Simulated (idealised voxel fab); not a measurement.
process module | voxel transistor to metal
cross-section cut | 185 nm wide | cells 5 nm
A cross-section is a grid of square cells, given in bands from the top down. A band is one or more rows of cells.
Each band's line starts with the height of the band's top and of its bottom, in nm. Then come its materials from left to right, each with its width in nm. One material with "throughout" fills the band from edge to edge. "air" is empty space.
Height 0 is the level under which the wafer as received is all one material. The lowest band goes on downwards, as in "0 down".
A width such as "30 to 40" changes by the same amount from each row of cells to the next, from the band's top row to its bottom row.
"no change" after a step means that no cell of the cross-section changed.
closed voids: empty space of 8 cells or more with no open way to the top, each as width x height at its distance from the left edge, in nm
after a step's settings: what the simulator itself notes on the step
overlay nm, on a step with a mask: how far to the right of its planned place the mask lay; to the left if negative
plan
1 op RECEIVE | material Si
2 op CONFORMAL_DEP | material SiO2 | thk nm 5
3 op CONFORMAL_DEP | material SiN | thk nm 10
4 op PATTERN | tone cover | mask id ACTIVE | material resist | width nm 95 | thk nm 20 | overlay nm 0
5 op DIRECTIONAL_ETCH | etch materials SiN | depth nm 10
6 op DIRECTIONAL_ETCH | etch materials SiO2 | depth nm 5
7 op DIRECTIONAL_ETCH | etch materials Si | depth nm 35
8 op STRIP | etch materials resist
9 op FILL_DEP | material SiO2 | thk nm 5
10 op CMP | height nm 15
11 op SELECTIVE_ETCH | etch materials SiO2 | depth nm 10
12 op STRIP | etch materials SiN
13 op SELECTIVE_ETCH | etch materials SiO2 | depth nm 5
14 op OXIDIZE | depth nm 5
15 op DIRECTIONAL_DEP | material polySi | thk nm 25
16 op DIRECTIONAL_DEP | material SiCN | thk nm 10
17 op DIRECTIONAL_DEP | material aC | thk nm 10
18 op PATTERN | tone cover | mask id GATE | material resist | width nm 25 | thk nm 30 | overlay nm 0
19 op DIRECTIONAL_ETCH | etch materials aC | depth nm 10
20 op STRIP | etch materials resist
21 op DIRECTIONAL_ETCH | etch materials SiCN | depth nm 20
22 op DIRECTIONAL_ETCH | etch materials polySi | depth nm 35
23 op STRIP | etch materials aC
24 op CONFORMAL_DEP | material SiN | thk nm 5
25 op DIRECTIONAL_ETCH | etch materials SiN | depth nm 5
26 op DIRECTIONAL_ETCH | etch materials SiO2 | depth nm 5
27 op DIRECTIONAL_ETCH | etch materials Si | depth nm 10
28 op EPI | material pSi | thk nm 10
29 op FILL_DEP | material SiO2 | thk nm 10
30 op CMP | height nm 25
31 op STRIP | etch materials polySi
32 op SELECTIVE_ETCH | etch materials SiO2 | depth nm 5
33 op CONFORMAL_DEP | material HfO2 | thk nm 5
34 op CONFORMAL_DEP | material TiN | thk nm 5
35 op FILL_DEP | material W | thk nm 5
36 op CMP | height nm 20
37 op DIRECTIONAL_DEP | material SiO2 | thk nm 10
38 op PATTERN | tone open | mask id CONTACT | material resist | width nm 15 | pitch nm 70 | thk nm 15 | overlay nm 0
39 op DIRECTIONAL_ETCH | etch materials SiO2 | depth nm 35
40 op STRIP | etch materials resist
41 op CONFORMAL_DEP | material TiN | thk nm 5
42 op FILL_DEP | material Ru | thk nm 5
43 op CMP | height nm 30
44 op CONFORMAL_DEP | material SiN | thk nm 5
45 op DIRECTIONAL_DEP | material SiO2 | thk nm 15
46 op PATTERN | tone open | mask id METAL_1 | material resist | width nm 15 | pitch nm 70 | thk nm 20 | overlay nm 0
47 op DIRECTIONAL_ETCH | etch materials SiO2 | depth nm 15
48 op DIRECTIONAL_ETCH | etch materials SiN | depth nm 5
49 op STRIP | etch materials resist
50 op CONFORMAL_DEP | material TiN | thk nm 5
51 op FILL_DEP | material Cu | thk nm 5
52 op CMP | height nm 50
53 op EPI | material Ru | thk nm 5
54 op FILL_DEP | material SiCN | thk nm 5
55 op DIRECTIONAL_DEP | material lowk | thk nm 30
56 op MASKED_ETCH | tone open | mask id METAL_2 | width nm 15 | pitch nm 70 | etch materials lowk | depth nm 20 | overlay nm 0
57 op MASKED_ETCH | tone open | mask id METAL_2_HOLES | width nm 15 | pitch nm 70 | etch materials lowk | depth nm 10 | overlay nm 0
58 op MASKED_ETCH | tone open | mask id METAL_2_HOLES | width nm 15 | pitch nm 70 | etch materials SiCN | depth nm 5 | overlay nm 0
59 op CONFORMAL_DEP | material TiN | thk nm 5
60 op FILL_DEP | material Cu | thk nm 5
61 op CMP | height nm 90
62 op CONFORMAL_DEP | material SiN | thk nm 5
first wafer, as planned
as received, after step 1
  0 down: Si throughout
  closed voids: none
after step 2
  5 to 0: SiO2 throughout
  below 0: unchanged
after step 3
  15 to 5: SiN throughout
  below 5: unchanged
after step 4
  35 to 15: air 45 | resist 95 | air 45
  below 15: unchanged
after step 5
  35 to 15: air 45 | resist 95 | air 45
  15 to 5: air 45 | SiN 95 | air 45
  below 5: unchanged
after step 6
  35 to 15: air 45 | resist 95 | air 45
  15 to 5: air 45 | SiN 95 | air 45
  5 to 0: air 45 | SiO2 95 | air 45
  below 0: unchanged
after step 7
  35 to 15: air 45 | resist 95 | air 45
  15 to 5: air 45 | SiN 95 | air 45
  5 to 0: air 45 | SiO2 95 | air 45
  0 to -35: air 45 | Si 95 | air 45
  below -35: unchanged
after step 8
  15 to 5: air 45 | SiN 95 | air 45
  below 5: unchanged
after step 9
  20 to 15: SiO2 throughout
  15 to 5: SiO2 45 | SiN 95 | SiO2 45
  5 to 0: SiO2 throughout
  0 to -35: SiO2 45 | Si 95 | SiO2 45
  below -35: unchanged
after step 10
  15 to 5: SiO2 45 | SiN 95 | SiO2 45
  below 5: unchanged
after step 11
  15 to 5: air 45 | SiN 95 | air 45
  below 5: unchanged
after step 12
  5 to 0: SiO2 throughout
  below 0: unchanged
after step 13
  0 to -35: SiO2 45 | Si 95 | SiO2 45
  below -35: unchanged
after step 14
  0 to -5: SiO2 throughout
  below -5: unchanged
after step 15
  25 to 0: polySi throughout
  below 0: unchanged
after step 16
  35 to 25: SiCN throughout
  below 25: unchanged
after step 17
  45 to 35: aC throughout
  below 35: unchanged
after step 18
  75 to 45: air 80 | resist 25 | air 80
  below 45: unchanged
after step 19
  65 to 45: air 80 | resist 25 | air 80
  45 to 35: air 80 | aC 25 | air 80
  below 35: unchanged
after step 20
  45 to 35: air 80 | aC 25 | air 80
  below 35: unchanged
after step 21
  45 to 35: air 80 | aC 25 | air 80
  35 to 25: air 80 | SiCN 25 | air 80
  below 25: unchanged
after step 22
  45 to 35: air 80 | aC 25 | air 80
  35 to 25: air 80 | SiCN 25 | air 80
  25 to 0: air 80 | polySi 25 | air 80
  below 0: unchanged
after step 23
  35 to 25: air 80 | SiCN 25 | air 80
  below 25: unchanged
after step 24
  40 to 35: air 75 | SiN 35 | air 75
  35 to 25: air 75 | SiN 5 | SiCN 25 | SiN 5 | air 75
  25 to 5: air 75 | SiN 5 | polySi 25 | SiN 5 | air 75
  5 to 0: SiN 80 | polySi 25 | SiN 80
  below 0: unchanged
after step 25
  35 to 25: air 75 | SiN 5 | SiCN 25 | SiN 5 | air 75
  25 to 0: air 75 | SiN 5 | polySi 25 | SiN 5 | air 75
  below 0: unchanged
after step 26
  35 to 25: air 75 | SiN 5 | SiCN 25 | SiN 5 | air 75
  25 to 0: air 75 | SiN 5 | polySi 25 | SiN 5 | air 75
  0 to -5: air 75 | SiO2 35 | air 75
  below -5: unchanged
after step 27
  35 to 25: air 75 | SiN 5 | SiCN 25 | SiN 5 | air 75
  25 to 0: air 75 | SiN 5 | polySi 25 | SiN 5 | air 75
  0 to -5: air 75 | SiO2 35 | air 75
  -5 to -15: SiO2 45 | air 30 | Si 35 | air 30 | SiO2 45
  below -15: unchanged
after step 28
  35 to 25: air 75 | SiN 5 | SiCN 25 | SiN 5 | air 75
  25 to 5: air 75 | SiN 5 | polySi 25 | SiN 5 | air 75
  5 to 0: air 65 | pSi 10 | SiN 5 | polySi 25 | SiN 5 | pSi 10 | air 65
  0 to -5: air 65 | pSi 10 | SiO2 35 | pSi 10 | air 65
  -5 to -15: SiO2 45 | pSi 30 | Si 35 | pSi 30 | SiO2 45
  below -15: unchanged
after step 29
  45 to 35: SiO2 throughout
  35 to 25: SiO2 75 | SiN 5 | SiCN 25 | SiN 5 | SiO2 75
  25 to 5: SiO2 75 | SiN 5 | polySi 25 | SiN 5 | SiO2 75
  5 to 0: SiO2 65 | pSi 10 | SiN 5 | polySi 25 | SiN 5 | pSi 10 | SiO2 65
  0 to -5: SiO2 65 | pSi 10 | SiO2 35 | pSi 10 | SiO2 65
  below -5: unchanged
after step 30
  25 to 5: SiO2 75 | SiN 5 | polySi 25 | SiN 5 | SiO2 75
  below 5: unchanged
after step 31
  25 to 5: SiO2 75 | SiN 5 | air 25 | SiN 5 | SiO2 75
  5 to 0: SiO2 65 | pSi 10 | SiN 5 | air 25 | SiN 5 | pSi 10 | SiO2 65
  below 0: unchanged
after step 32
  25 to 20: air 75 | SiN 5 | air 25 | SiN 5 | air 75
  20 to 5: SiO2 75 | SiN 5 | air 25 | SiN 5 | SiO2 75
  5 to 0: SiO2 65 | pSi 10 | SiN 5 | air 25 | SiN 5 | pSi 10 | SiO2 65
  0 to -5: SiO2 65 | pSi 10 | air 35 | pSi 10 | SiO2 65
  below -5: unchanged
after step 33
  30 to 25: air 70 | HfO2 15 | air 15 | HfO2 15 | air 70
  25 to 20: HfO2 75 | SiN 5 | HfO2 5 | air 15 | HfO2 5 | SiN 5 | HfO2 75
  20 to 5: SiO2 75 | SiN 5 | HfO2 5 | air 15 | HfO2 5 | SiN 5 | SiO2 75
  5 to 0: SiO2 65 | pSi 10 | SiN 5 | HfO2 5 | air 15 | HfO2 5 | SiN 5 | pSi 10 | SiO2 65
  0 to -5: SiO2 65 | pSi 10 | HfO2 35 | pSi 10 | SiO2 65
  below -5: unchanged
after step 34
  35 to 30: air 65 | TiN 25 | air 5 | TiN 25 | air 65
  30 to 25: TiN 70 | HfO2 15 | TiN 5 | air 5 | TiN 5 | HfO2 15 | TiN 70
  25 to 20: HfO2 75 | SiN 5 | HfO2 5 | TiN 5 | air 5 | TiN 5 | HfO2 5 | SiN 5 | HfO2 75
  20 to 5: SiO2 75 | SiN 5 | HfO2 5 | TiN 5 | air 5 | TiN 5 | HfO2 5 | SiN 5 | SiO2 75
  5 to 0: SiO2 65 | pSi 10 | SiN 5 | HfO2 5 | TiN 15 | HfO2 5 | SiN 5 | pSi 10 | SiO2 65
  below 0: unchanged
after step 35
  40 to 35: W throughout
  35 to 30: W 65 | TiN 25 | W 5 | TiN 25 | W 65
  30 to 25: TiN 70 | HfO2 15 | TiN 5 | W 5 | TiN 5 | HfO2 15 | TiN 70
  25 to 20: HfO2 75 | SiN 5 | HfO2 5 | TiN 5 | W 5 | TiN 5 | HfO2 5 | SiN 5 | HfO2 75
  20 to 5: SiO2 75 | SiN 5 | HfO2 5 | TiN 5 | W 5 | TiN 5 | HfO2 5 | SiN 5 | SiO2 75
  below 5: unchanged
after step 36
  20 to 5: SiO2 75 | SiN 5 | HfO2 5 | TiN 5 | W 5 | TiN 5 | HfO2 5 | SiN 5 | SiO2 75
  below 5: unchanged
after step 37
  30 to 20: SiO2 throughout
  below 20: unchanged
after step 38
  45 to 30: resist 50 | air 15 | resist 55 | air 15 | resist 50
  below 30: unchanged
after step 39
  45 to 30: resist 50 | air 15 | resist 55 | air 15 | resist 50
  30 to 20: SiO2 50 | air 15 | SiO2 55 | air 15 | SiO2 50
  20 to 5: SiO2 50 | air 15 | SiO2 10 | SiN 5 | HfO2 5 | TiN 5 | W 5 | TiN 5 | HfO2 5 | SiN 5 | SiO2 10 | air 15 | SiO2 50
  5 to 0: SiO2 50 | air 15 | pSi 10 | SiN 5 | HfO2 5 | TiN 15 | HfO2 5 | SiN 5 | pSi 10 | air 15 | SiO2 50
  0 to -5: SiO2 50 | air 15 | pSi 10 | HfO2 35 | pSi 10 | air 15 | SiO2 50
  below -5: unchanged
after step 40
  30 to 20: SiO2 50 | air 15 | SiO2 55 | air 15 | SiO2 50
  below 20: unchanged
after step 41
  35 to 30: TiN 55 | air 5 | TiN 65 | air 5 | TiN 55
  30 to 20: SiO2 50 | TiN 5 | air 5 | TiN 5 | SiO2 55 | TiN 5 | air 5 | TiN 5 | SiO2 50
  20 to 5: SiO2 50 | TiN 5 | air 5 | TiN 5 | SiO2 10 | SiN 5 | HfO2 5 | TiN 5 | W 5 | TiN 5 | HfO2 5 | SiN 5 | SiO2 10 | TiN 5 | air 5 | TiN 5 | SiO2 50
  5 to 0: SiO2 50 | TiN 5 | air 5 | TiN 5 | pSi 10 | SiN 5 | HfO2 5 | TiN 15 | HfO2 5 | SiN 5 | pSi 10 | TiN 5 | air 5 | TiN 5 | SiO2 50
  0 to -5: SiO2 50 | TiN 15 | pSi 10 | HfO2 35 | pSi 10 | TiN 15 | SiO2 50
  below -5: unchanged
after step 42
  40 to 35: Ru throughout
  35 to 30: TiN 55 | Ru 5 | TiN 65 | Ru 5 | TiN 55
  30 to 20: SiO2 50 | TiN 5 | Ru 5 | TiN 5 | SiO2 55 | TiN 5 | Ru 5 | TiN 5 | SiO2 50
  20 to 5: SiO2 50 | TiN 5 | Ru 5 | TiN 5 | SiO2 10 | SiN 5 | HfO2 5 | TiN 5 | W 5 | TiN 5 | HfO2 5 | SiN 5 | SiO2 10 | TiN 5 | Ru 5 | TiN 5 | SiO2 50
  5 to 0: SiO2 50 | TiN 5 | Ru 5 | TiN 5 | pSi 10 | SiN 5 | HfO2 5 | TiN 15 | HfO2 5 | SiN 5 | pSi 10 | TiN 5 | Ru 5 | TiN 5 | SiO2 50
  below 0: unchanged
after step 43
  30 to 20: SiO2 50 | TiN 5 | Ru 5 | TiN 5 | SiO2 55 | TiN 5 | Ru 5 | TiN 5 | SiO2 50
  below 20: unchanged
after step 44
  35 to 30: SiN throughout
  below 30: unchanged
after step 45
  50 to 35: SiO2 throughout
  below 35: unchanged
after step 46
  70 to 50: resist 50 | air 15 | resist 55 | air 15 | resist 50
  below 50: unchanged
after step 47
  70 to 50: resist 50 | air 15 | resist 55 | air 15 | resist 50
  50 to 35: SiO2 50 | air 15 | SiO2 55 | air 15 | SiO2 50
  below 35: unchanged
after step 48
  70 to 50: resist 50 | air 15 | resist 55 | air 15 | resist 50
  50 to 35: SiO2 50 | air 15 | SiO2 55 | air 15 | SiO2 50
  35 to 30: SiN 50 | air 15 | SiN 55 | air 15 | SiN 50
  below 30: unchanged
after step 49
  50 to 35: SiO2 50 | air 15 | SiO2 55 | air 15 | SiO2 50
  below 35: unchanged
after step 50
  55 to 50: TiN 55 | air 5 | TiN 65 | air 5 | TiN 55
  50 to 35: SiO2 50 | TiN 5 | air 5 | TiN 5 | SiO2 55 | TiN 5 | air 5 | TiN 5 | SiO2 50
  35 to 30: SiN 50 | TiN 15 | SiN 55 | TiN 15 | SiN 50
  below 30: unchanged
after step 51
  60 to 55: Cu throughout
  55 to 50: TiN 55 | Cu 5 | TiN 65 | Cu 5 | TiN 55
  50 to 35: SiO2 50 | TiN 5 | Cu 5 | TiN 5 | SiO2 55 | TiN 5 | Cu 5 | TiN 5 | SiO2 50
  below 35: unchanged
after step 52
  50 to 35: SiO2 50 | TiN 5 | Cu 5 | TiN 5 | SiO2 55 | TiN 5 | Cu 5 | TiN 5 | SiO2 50
  below 35: unchanged
after step 53
  55 to 50: air 45 | Ru 25 | air 45 | Ru 25 | air 45
  below 50: unchanged
after step 54
  60 to 55: SiCN throughout
  55 to 50: SiCN 45 | Ru 25 | SiCN 45 | Ru 25 | SiCN 45
  below 50: unchanged
after step 55
  90 to 60: lowk throughout
  below 60: unchanged
after step 56
  90 to 70: lowk 50 | air 15 | lowk 55 | air 15 | lowk 50
  below 70: unchanged
after step 57
  90 to 60: lowk 50 | air 15 | lowk 55 | air 15 | lowk 50
  below 60: unchanged
after step 58
  90 to 60: lowk 50 | air 15 | lowk 55 | air 15 | lowk 50
  60 to 55: SiCN 50 | air 15 | SiCN 55 | air 15 | SiCN 50
  below 55: unchanged
after step 59
  95 to 90: TiN 55 | air 5 | TiN 65 | air 5 | TiN 55
  90 to 60: lowk 50 | TiN 5 | air 5 | TiN 5 | lowk 55 | TiN 5 | air 5 | TiN 5 | lowk 50
  60 to 55: SiCN 50 | TiN 15 | SiCN 55 | TiN 15 | SiCN 50
  below 55: unchanged
after step 60
  100 to 95: Cu throughout
  95 to 90: TiN 55 | Cu 5 | TiN 65 | Cu 5 | TiN 55
  90 to 60: lowk 50 | TiN 5 | Cu 5 | TiN 5 | lowk 55 | TiN 5 | Cu 5 | TiN 5 | lowk 50
  below 60: unchanged
after step 61
  90 to 60: lowk 50 | TiN 5 | Cu 5 | TiN 5 | lowk 55 | TiN 5 | Cu 5 | TiN 5 | lowk 50
  below 60: unchanged
after step 62
  95 to 90: SiN throughout
  below 90: unchanged
second wafer: like start, like plan, one mistake. Through step 55 it matches the first wafer
when step 56 should have ended
  90 to 70: lowk 45 | air 25 | lowk 45 | air 25 | lowk 45
  below 70: unchanged
when step 57 should have ended
  90 to 70: lowk 45 | air 25 | lowk 45 | air 25 | lowk 45
  70 to 60: lowk 50 | air 15 | lowk 55 | air 15 | lowk 50
  below 60: unchanged
when step 58 should have ended
  90 to 70: lowk 45 | air 25 | lowk 45 | air 25 | lowk 45
  70 to 60: lowk 50 | air 15 | lowk 55 | air 15 | lowk 50
  60 to 55: SiCN 50 | air 15 | SiCN 55 | air 15 | SiCN 50
  below 55: unchanged
when step 59 should have ended
  95 to 90: TiN 50 | air 15 | TiN 55 | air 15 | TiN 50
  90 to 75: lowk 45 | TiN 5 | air 15 | TiN 5 | lowk 45 | TiN 5 | air 15 | TiN 5 | lowk 45
  75 to 70: lowk 45 | TiN 10 | air 5 | TiN 10 | lowk 45 | TiN 10 | air 5 | TiN 10 | lowk 45
  70 to 60: lowk 50 | TiN 5 | air 5 | TiN 5 | lowk 55 | TiN 5 | air 5 | TiN 5 | lowk 50
  60 to 55: SiCN 50 | TiN 15 | SiCN 55 | TiN 15 | SiCN 50
  below 55: unchanged
when step 60 should have ended
  100 to 95: Cu throughout
  95 to 90: TiN 50 | Cu 15 | TiN 55 | Cu 15 | TiN 50
  90 to 75: lowk 45 | TiN 5 | Cu 15 | TiN 5 | lowk 45 | TiN 5 | Cu 15 | TiN 5 | lowk 45
  75 to 70: lowk 45 | TiN 10 | Cu 5 | TiN 10 | lowk 45 | TiN 10 | Cu 5 | TiN 10 | lowk 45
  70 to 60: lowk 50 | TiN 5 | Cu 5 | TiN 5 | lowk 55 | TiN 5 | Cu 5 | TiN 5 | lowk 50
  below 60: unchanged
when step 61 should have ended
  90 to 75: lowk 45 | TiN 5 | Cu 15 | TiN 5 | lowk 45 | TiN 5 | Cu 15 | TiN 5 | lowk 45
  below 75: unchanged
when step 62 should have ended
  95 to 90: SiN throughout
  below 90: unchanged
what went wrong: step 56 ran as: op MASKED_ETCH | tone open | mask id METAL_2 | width nm 25 | pitch nm 70 | etch materials lowk | depth nm 20 | overlay nm 0
at the end the second wafer has, in cells: 12 more of Cu | 4 more of TiN | 16 fewer of lowk
